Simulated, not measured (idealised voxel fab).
The process module presented herein is designated voxel self aligned contacts.
Section cut is 260 nm wide and gridded with 5 nm square cells.
The cross-sections in this document take the form of a grid made of square cells. They are written out as bands, in order from top to bottom. Each band consists of one or more rows of cells. Within each band entry, the heights of the top and of the bottom of the band appear first, in that order and in nm; the materials of the band then follow from left to right, each with its corresponding width in nm. The designation "full width" on a single material indicates that it fills the band from edge to edge; the designation "blank" indicates empty space. Ref level 0: as-received wafer is one material below here. Bottom band extends down with no lower bound ("0 and below"). Graded width ("30 to 40"): value in top row of band = first number; value in bottom row = second number; row-to-row change constant. The designation "nothing altered", where it is given for a processing step, indicates that no cell of the cross-section was altered in the course of that step. Listed in "Enclosed voids": every empty space of 8 or more cells without an open way to the top. Form: width x height at distance, the distance being from the left edge, all in nm. Text after the settings on a step's line: the simulator's own remark on that step. Each step line may optionally specify "overlay nm", which for a step with a mask gives the rightward distance between the mask's planned place and where it lay, a negative value indicating the leftward direction.

These are the steps we planned for the process:
- 1: RECEIVE | material Si
- 2: CONFORMAL_DEP | material SiO2 | thk nm 5
- 3: DIRECTIONAL_DEP | material polySi | thk nm 25
- 4: DIRECTIONAL_DEP | material SiN | thk nm 20
- 5: DIRECTIONAL_DEP | material aC | thk nm 10
- 6: PATTERN | tone cover | mask id GATE | material resist | width nm 25 | pitch nm 70 | thk nm 25 | overlay nm 0
- 7: DIRECTIONAL_ETCH | etch materials aC | depth nm 10
- 8: STRIP | etch materials resist
- 9: DIRECTIONAL_ETCH | etch materials SiN | depth nm 20
- 10: DIRECTIONAL_ETCH | etch materials polySi | depth nm 25
- 11: STRIP | etch materials aC
- 12: CONFORMAL_DEP | material SiN | thk nm 10
- 13: DIRECTIONAL_ETCH | etch materials SiN | depth nm 10
- 14: FILL_DEP | material SiO2 | thk nm 15
- 15: CMP | height nm 55
- 16: MASKED_ETCH | tone open | mask id CONTACT | width nm 55 | etch materials SiO2 | depth nm 55 | overlay nm 0
- 17: CONFORMAL_DEP | material TiN | thk nm 5
- 18: FILL_DEP | material W | thk nm 5
- 19: CMP | height nm 55
- 20: CONFORMAL_DEP | material SiCN | thk nm 5

The first of two wafers, run as planned:

Incoming wafer, cross-sectional view, post step 1:
  0 and below = Si full width
  Enclosed voids: none

Sectional view: wafer, after step 2:
  5 down to 0 = SiO2 full width
  Lower than 0, everything is as it was.

Sectional view: wafer, after step 3:
  30 down to 5 = polySi full width
  Lower than 5, everything is as it was.

Sectional view: wafer, after step 4:
  50 down to 30 = SiN full width
  Lower than 30, everything is as it was.

Sectional view: wafer, after step 5:
  60 down to 50 = aC full width
  Lower than 50, everything is as it was.

Sectional view: wafer, after step 6:
  85 down to 60 = 80 blank | 25 resist | 45 blank | 25 resist | 85 blank
  Lower than 60, everything is as it was.

Sectional view: wafer, after step 7:
  75 down to 60 = 80 blank | 25 resist | 45 blank | 25 resist | 85 blank
  60 down to 50 = 80 blank | 25 aC | 45 blank | 25 aC | 85 blank
  Lower than 50, everything is as it was.

Sectional view: wafer, after step 8:
  60 down to 50 = 80 blank | 25 aC | 45 blank | 25 aC | 85 blank
  Lower than 50, everything is as it was.

Sectional view: wafer, after step 9:
  60 down to 50 = 80 blank | 25 aC | 45 blank | 25 aC | 85 blank
  50 down to 30 = 80 blank | 25 SiN | 45 blank | 25 SiN | 85 blank
  Lower than 30, everything is as it was.

Sectional view: wafer, after step 10:
  60 down to 50 = 80 blank | 25 aC | 45 blank | 25 aC | 85 blank
  50 down to 30 = 80 blank | 25 SiN | 45 blank | 25 SiN | 85 blank
  30 down to 5 = 80 blank | 25 polySi | 45 blank | 25 polySi | 85 blank
  Lower than 5, everything is as it was.

Sectional view: wafer, after step 11:
  50 down to 30 = 80 blank | 25 SiN | 45 blank | 25 SiN | 85 blank
  Lower than 30, everything is as it was.

Sectional view: wafer, after step 12:
  60 down to 30 = 70 blank | 45 SiN | 25 blank | 45 SiN | 75 blank
  30 down to 15 = 70 blank | 10 SiN | 25 polySi | 10 SiN | 25 blank | 10 SiN | 25 polySi | 10 SiN | 75 blank
  15 down to 5 = 80 SiN | 25 polySi | 45 SiN | 25 polySi | 85 SiN
  Lower than 5, everything is as it was.

Sectional view: wafer, after step 13:
  50 down to 30 = 70 blank | 45 SiN | 25 blank | 45 SiN | 75 blank
  30 down to 5 = 70 blank | 10 SiN | 25 polySi | 10 SiN | 25 blank | 10 SiN | 25 polySi | 10 SiN | 75 blank
  Lower than 5, everything is as it was.

Sectional view: wafer, after step 14:
  65 down to 50 = SiO2 full width
  50 down to 30 = 70 SiO2 | 45 SiN | 25 SiO2 | 45 SiN | 75 SiO2
  30 down to 5 = 70 SiO2 | 10 SiN | 25 polySi | 10 SiN | 25 SiO2 | 10 SiN | 25 polySi | 10 SiN | 75 SiO2
  Lower than 5, everything is as it was.

Sectional view: wafer, after step 15:
  55 down to 50 = SiO2 full width
  Lower than 50, everything is as it was.

Sectional view: wafer, after step 16:
  55 down to 50 = 100 SiO2 | 55 blank | 105 SiO2
  50 down to 30 = 70 SiO2 | 45 SiN | 25 blank | 45 SiN | 75 SiO2
  30 down to 5 = 70 SiO2 | 10 SiN | 25 polySi | 10 SiN | 25 blank | 10 SiN | 25 polySi | 10 SiN | 75 SiO2
  5 down to 0 = 115 SiO2 | 25 blank | 120 SiO2
  Lower than 0, everything is as it was.

Sectional view: wafer, after step 17:
  60 down to 55 = 105 TiN | 45 blank | 110 TiN
  55 down to 50 = 100 SiO2 | 20 TiN | 15 blank | 20 TiN | 105 SiO2
  50 down to 30 = 70 SiO2 | 45 SiN | 5 TiN | 15 blank | 5 TiN | 45 SiN | 75 SiO2
  30 down to 5 = 70 SiO2 | 10 SiN | 25 polySi | 10 SiN | 5 TiN | 15 blank | 5 TiN | 10 SiN | 25 polySi | 10 SiN | 75 SiO2
  5 down to 0 = 115 SiO2 | 25 TiN | 120 SiO2
  Lower than 0, everything is as it was.

Sectional view: wafer, after step 18:
  65 down to 60 = W full width
  60 down to 55 = 105 TiN | 45 W | 110 TiN
  55 down to 50 = 100 SiO2 | 20 TiN | 15 W | 20 TiN | 105 SiO2
  50 down to 30 = 70 SiO2 | 45 SiN | 5 TiN | 15 W | 5 TiN | 45 SiN | 75 SiO2
  30 down to 5 = 70 SiO2 | 10 SiN | 25 polySi | 10 SiN | 5 TiN | 15 W | 5 TiN | 10 SiN | 25 polySi | 10 SiN | 75 SiO2
  Lower than 5, everything is as it was.

Sectional view: wafer, after step 19:
  55 down to 50 = 100 SiO2 | 20 TiN | 15 W | 20 TiN | 105 SiO2
  Lower than 50, everything is as it was.

Sectional view: wafer, after step 20:
  60 down to 55 = SiCN full width
  Lower than 55, everything is as it was.

Notes, second wafer: start = first wafer's, plan = first wafer's, execution had one mistake; history identical to first through step 15:

Second wafer: cross-section at the scheduled end of step 16:
  55 down to 50 = 95 SiO2 | 65 blank | 100 SiO2
  50 down to 30 = 70 SiO2 | 45 SiN | 25 blank | 45 SiN | 75 SiO2
  30 down to 5 = 70 SiO2 | 10 SiN | 25 polySi | 10 SiN | 25 blank | 10 SiN | 25 polySi | 10 SiN | 75 SiO2
  5 down to 0 = 115 SiO2 | 25 blank | 120 SiO2
  Lower than 0, everything is as it was.

Second wafer: cross-section at the scheduled end of step 17:
  60 down to 55 = 100 TiN | 55 blank | 105 TiN
  55 down to 50 = 95 SiO2 | 25 TiN | 15 blank | 25 TiN | 100 SiO2
  50 down to 30 = 70 SiO2 | 45 SiN | 5 TiN | 15 blank | 5 TiN | 45 SiN | 75 SiO2
  30 down to 5 = 70 SiO2 | 10 SiN | 25 polySi | 10 SiN | 5 TiN | 15 blank | 5 TiN | 10 SiN | 25 polySi | 10 SiN | 75 SiO2
  5 down to 0 = 115 SiO2 | 25 TiN | 120 SiO2
  Lower than 0, everything is as it was.

Second wafer: cross-section at the scheduled end of step 18:
  65 down to 60 = W full width
  60 down to 55 = 100 TiN | 55 W | 105 TiN
  55 down to 50 = 95 SiO2 | 25 TiN | 15 W | 25 TiN | 100 SiO2
  50 down to 30 = 70 SiO2 | 45 SiN | 5 TiN | 15 W | 5 TiN | 45 SiN | 75 SiO2
  30 down to 5 = 70 SiO2 | 10 SiN | 25 polySi | 10 SiN | 5 TiN | 15 W | 5 TiN | 10 SiN | 25 polySi | 10 SiN | 75 SiO2
  Lower than 5, everything is as it was.

Second wafer: cross-section at the scheduled end of step 19:
  55 down to 50 = 95 SiO2 | 25 TiN | 15 W | 25 TiN | 100 SiO2
  Lower than 50, everything is as it was.

Second wafer: cross-section at the scheduled end of step 20:
  60 down to 55 = SiCN full width
  Lower than 55, everything is as it was.
The plan and the run diverged here: step 16 did not use the planned setting and instead ran as MASKED_ETCH | tone open | mask id CONTACT | width nm 65 | etch materials SiO2 | depth nm 55 | overlay nm 0
Once processing is complete, comparing cell counts shows that the second wafer has more or fewer of certain materials than the first: SiO2: 2 fewer | TiN: 2 more
